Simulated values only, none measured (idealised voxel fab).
Process module, titled voxel air gaps
Square cells of 5 nm make up the cross-section cut, whose width is 270 nm.
Cross-section layout: square cells on a grid; listed as bands, top to bottom; a band spans one or more cell rows. Heads up on the band format: heights come first, top then bottom, in nm. After that it's the materials left to right, each with its width in nm. A single material flagged "full width" fills the whole band edge to edge, and "empty" means there's empty space there. Measure heights from 0. That's the level where, below it, the as-received wafer is all one material. The lowest band is bottomless and extends downward; write it as in "0 -> down". Width: "30 to 40" (first number = top row, second number = bottom row, same change from row to row of cells). Given "all unchanged" for a step, no cell of the cross-section differs between before and after that step. The label "Cavities, sealed" introduces a list of the empty spaces, 8 cells or larger, that have no open way up to the top; each entry in it reads width x height at distance, where the distance is taken from the left edge and all three are stated in nm. Note: text after step settings on the step line = simulator remark on that step. What "overlay nm" on a step's line means: if the step has a mask, that mask lay this far to the right of its planned place, or, when the value is negative, to the left.
THE PLANNED PROCESS STEPS ARE ENUMERATED HEREUNDER
1: RECEIVE, material Si
2: CONFORMAL_DEP, material SiO2, thk nm 15
3: CONFORMAL_DEP, material SiCN, thk nm 5
4: DIRECTIONAL_DEP, material lowk, thk nm 30
5: PATTERN, tone open, mask id LINES, material resist, width nm 25, pitch nm 50, thk nm 15, overlay nm 0
6: DIRECTIONAL_ETCH, etch materials lowk, depth nm 30
7: STRIP, etch materials resist
8: CONFORMAL_DEP, material TiN, thk nm 5
9: FILL_DEP, material W, thk nm 5
10: CMP, height nm 50
11: EPI, material Ru, thk nm 10
12: SELECTIVE_ETCH, etch materials lowk, depth nm 40
13: CONFORMAL_DEP, material SiCN, thk nm 5
THE FIRST WAFER OF TWO, PROCESSED AS PLANNED
WAFER AT RECEIPT (POST STEP 1), CROSS-SECTION
0 -> down  Si full width
Cavities, sealed: none
CROSS-SECTIONAL REPRESENTATION OF THE WAFER AT THE CONCLUSION OF STEP 2
15 -> 0  SiO2 full width
Note: structure below 0 unchanged.
CROSS-SECTIONAL REPRESENTATION OF THE WAFER AT THE CONCLUSION OF STEP 3
20 -> 15  SiCN full width
Note: structure below 15 unchanged.
CROSS-SECTIONAL REPRESENTATION OF THE WAFER AT THE CONCLUSION OF STEP 4
50 -> 20  lowk full width
Note: structure below 20 unchanged.
CROSS-SECTIONAL REPRESENTATION OF THE WAFER AT THE CONCLUSION OF STEP 5
65 -> 50  70 resist, 25 empty, 25 resist, 25 empty, 25 resist, 25 empty, 75 resist
Note: structure below 50 unchanged.
CROSS-SECTIONAL REPRESENTATION OF THE WAFER AT THE CONCLUSION OF STEP 6
65 -> 50  70 resist, 25 empty, 25 resist, 25 empty, 25 resist, 25 empty, 75 resist
50 -> 20  70 lowk, 25 empty, 25 lowk, 25 empty, 25 lowk, 25 empty, 75 lowk
Note: structure below 20 unchanged.
CROSS-SECTIONAL REPRESENTATION OF THE WAFER AT THE CONCLUSION OF STEP 7
50 -> 20  70 lowk, 25 empty, 25 lowk, 25 empty, 25 lowk, 25 empty, 75 lowk
Note: structure below 20 unchanged.
CROSS-SECTIONAL REPRESENTATION OF THE WAFER AT THE CONCLUSION OF STEP 8
55 -> 50  75 TiN, 15 empty, 35 TiN, 15 empty, 35 TiN, 15 empty, 80 TiN
50 -> 25  70 lowk, 5 TiN, 15 empty, 5 TiN, 25 lowk, 5 TiN, 15 empty, 5 TiN, 25 lowk, 5 TiN, 15 empty, 5 TiN, 75 lowk
25 -> 20  70 lowk, 25 TiN, 25 lowk, 25 TiN, 25 lowk, 25 TiN, 75 lowk
Note: structure below 20 unchanged.
CROSS-SECTIONAL REPRESENTATION OF THE WAFER AT THE CONCLUSION OF STEP 9
60 -> 55  W full width
55 -> 50  75 TiN, 15 W, 35 TiN, 15 W, 35 TiN, 15 W, 80 TiN
50 -> 25  70 lowk, 5 TiN, 15 W, 5 TiN, 25 lowk, 5 TiN, 15 W, 5 TiN, 25 lowk, 5 TiN, 15 W, 5 TiN, 75 lowk
Note: structure below 25 unchanged.
CROSS-SECTIONAL REPRESENTATION OF THE WAFER AT THE CONCLUSION OF STEP 10
50 -> 25  70 lowk, 5 TiN, 15 W, 5 TiN, 25 lowk, 5 TiN, 15 W, 5 TiN, 25 lowk, 5 TiN, 15 W, 5 TiN, 75 lowk
Note: structure below 25 unchanged.
CROSS-SECTIONAL REPRESENTATION OF THE WAFER AT THE CONCLUSION OF STEP 11
60 -> 50  60 empty, 45 Ru, 5 empty, 45 Ru, 5 empty, 45 Ru, 65 empty
Note: structure below 50 unchanged.
CROSS-SECTIONAL REPRESENTATION OF THE WAFER AT THE CONCLUSION OF STEP 12
60 -> 50  60 empty, 45 Ru, 5 empty, 45 Ru, 5 empty, 45 Ru, 65 empty
50 -> 25  70 empty, 5 TiN, 15 W, 5 TiN, 25 empty, 5 TiN, 15 W, 5 TiN, 25 empty, 5 TiN, 15 W, 5 TiN, 75 empty
25 -> 20  70 empty, 25 TiN, 25 empty, 25 TiN, 25 empty, 25 TiN, 75 empty
Note: structure below 20 unchanged.
CROSS-SECTIONAL REPRESENTATION OF THE WAFER AT THE CONCLUSION OF STEP 13
65 -> 60  55 empty, 155 SiCN, 60 empty
60 -> 50  55 empty, 5 SiCN, 45 Ru, 5 SiCN, 45 Ru, 5 SiCN, 45 Ru, 5 SiCN, 60 empty
50 -> 45  55 empty, 15 SiCN, 5 TiN, 15 W, 5 TiN, 25 SiCN, 5 TiN, 15 W, 5 TiN, 25 SiCN, 5 TiN, 15 W, 5 TiN, 15 SiCN, 60 empty
45 -> 25  65 empty, 5 SiCN, 5 TiN, 15 W, 5 TiN, 5 SiCN, 15 empty, 5 SiCN, 5 TiN, 15 W, 5 TiN, 5 SiCN, 15 empty, 5 SiCN, 5 TiN, 15 W, 5 TiN, 5 SiCN, 70 empty
25 -> 20  70 SiCN, 25 TiN, 25 SiCN, 25 TiN, 25 SiCN, 25 TiN, 75 SiCN
Note: structure below 20 unchanged.
Cavities, sealed: 15 x 20 at 100; 15 x 20 at 150
SECOND WAFER: SAME START AND SAME PLAN AS THE FIRST, ONE EXECUTION ERROR; IDENTICAL TO THE FIRST THROUGH STEP 1
CROSS-SECTION OF THE SECOND WAFER AT THE TIME BY WHICH STEP 2 SHOULD HAVE BEEN COMPLETED ACCORDING TO THE PLAN
5 -> 0  SiCN full width
Note: structure below 0 unchanged.
CROSS-SECTION OF THE SECOND WAFER AT THE TIME BY WHICH STEP 3 SHOULD HAVE BEEN COMPLETED ACCORDING TO THE PLAN
20 -> 5  SiO2 full width
Note: structure below 5 unchanged.
CROSS-SECTION OF THE SECOND WAFER AT THE TIME BY WHICH STEP 4 SHOULD HAVE BEEN COMPLETED ACCORDING TO THE PLAN
50 -> 20  lowk full width
Note: structure below 20 unchanged.
CROSS-SECTION OF THE SECOND WAFER AT THE TIME BY WHICH STEP 5 SHOULD HAVE BEEN COMPLETED ACCORDING TO THE PLAN
65 -> 50  70 resist, 25 empty, 25 resist, 25 empty, 25 resist, 25 empty, 75 resist
Note: structure below 50 unchanged.
CROSS-SECTION OF THE SECOND WAFER AT THE TIME BY WHICH STEP 6 SHOULD HAVE BEEN COMPLETED ACCORDING TO THE PLAN
65 -> 50  70 resist, 25 empty, 25 resist, 25 empty, 25 resist, 25 empty, 75 resist
50 -> 20  70 lowk, 25 empty, 25 lowk, 25 empty, 25 lowk, 25 empty, 75 lowk
Note: structure below 20 unchanged.
CROSS-SECTION OF THE SECOND WAFER AT THE TIME BY WHICH STEP 7 SHOULD HAVE BEEN COMPLETED ACCORDING TO THE PLAN
50 -> 20  70 lowk, 25 empty, 25 lowk, 25 empty, 25 lowk, 25 empty, 75 lowk
Note: structure below 20 unchanged.
CROSS-SECTION OF THE SECOND WAFER AT THE TIME BY WHICH STEP 8 SHOULD HAVE BEEN COMPLETED ACCORDING TO THE PLAN
55 -> 50  75 TiN, 15 empty, 35 TiN, 15 empty, 35 TiN, 15 empty, 80 TiN
50 -> 25  70 lowk, 5 TiN, 15 empty, 5 TiN, 25 lowk, 5 TiN, 15 empty, 5 TiN, 25 lowk, 5 TiN, 15 empty, 5 TiN, 75 lowk
25 -> 20  70 lowk, 25 TiN, 25 lowk, 25 TiN, 25 lowk, 25 TiN, 75 lowk
Note: structure below 20 unchanged.
CROSS-SECTION OF THE SECOND WAFER AT THE TIME BY WHICH STEP 9 SHOULD HAVE BEEN COMPLETED ACCORDING TO THE PLAN
60 -> 55  W full width
55 -> 50  75 TiN, 15 W, 35 TiN, 15 W, 35 TiN, 15 W, 80 TiN
50 -> 25  70 lowk, 5 TiN, 15 W, 5 TiN, 25 lowk, 5 TiN, 15 W, 5 TiN, 25 lowk, 5 TiN, 15 W, 5 TiN, 75 lowk
Note: structure below 25 unchanged.
CROSS-SECTION OF THE SECOND WAFER AT THE TIME BY WHICH STEP 10 SHOULD HAVE BEEN COMPLETED ACCORDING TO THE PLAN
50 -> 25  70 lowk, 5 TiN, 15 W, 5 TiN, 25 lowk, 5 TiN, 15 W, 5 TiN, 25 lowk, 5 TiN, 15 W, 5 TiN, 75 lowk
Note: structure below 25 unchanged.
CROSS-SECTION OF THE SECOND WAFER AT THE TIME BY WHICH STEP 11 SHOULD HAVE BEEN COMPLETED ACCORDING TO THE PLAN
60 -> 50  60 empty, 45 Ru, 5 empty, 45 Ru, 5 empty, 45 Ru, 65 empty
Note: structure below 50 unchanged.
CROSS-SECTION OF THE SECOND WAFER AT THE TIME BY WHICH STEP 12 SHOULD HAVE BEEN COMPLETED ACCORDING TO THE PLAN
60 -> 50  60 empty, 45 Ru, 5 empty, 45 Ru, 5 empty, 45 Ru, 65 empty
50 -> 25  70 empty, 5 TiN, 15 W, 5 TiN, 25 empty, 5 TiN, 15 W, 5 TiN, 25 empty, 5 TiN, 15 W, 5 TiN, 75 empty
25 -> 20  70 empty, 25 TiN, 25 empty, 25 TiN, 25 empty, 25 TiN, 75 empty
Note: structure below 20 unchanged.
CROSS-SECTION OF THE SECOND WAFER AT THE TIME BY WHICH STEP 13 SHOULD HAVE BEEN COMPLETED ACCORDING TO THE PLAN
65 -> 60  55 empty, 155 SiCN, 60 empty
60 -> 50  55 empty, 5 SiCN, 45 Ru, 5 SiCN, 45 Ru, 5 SiCN, 45 Ru, 5 SiCN, 60 empty
50 -> 45  55 empty, 15 SiCN, 5 TiN, 15 W, 5 TiN, 25 SiCN, 5 TiN, 15 W, 5 TiN, 25 SiCN, 5 TiN, 15 W, 5 TiN, 15 SiCN, 60 empty
45 -> 25  65 empty, 5 SiCN, 5 TiN, 15 W, 5 TiN, 5 SiCN, 15 empty, 5 SiCN, 5 TiN, 15 W, 5 TiN, 5 SiCN, 15 empty, 5 SiCN, 5 TiN, 15 W, 5 TiN, 5 SiCN, 70 empty
25 -> 20  70 SiCN, 25 TiN, 25 SiCN, 25 TiN, 25 SiCN, 25 TiN, 75 SiCN
Note: structure below 20 unchanged.
Cavities, sealed: 15 x 20 at 100; 15 x 20 at 150
Deviation from plan: mixed up steps 2 and 3 - ran each in the other's place
Tallied in cells, the final second wafer holds each material in the same quantity as the first, although not at the same places.
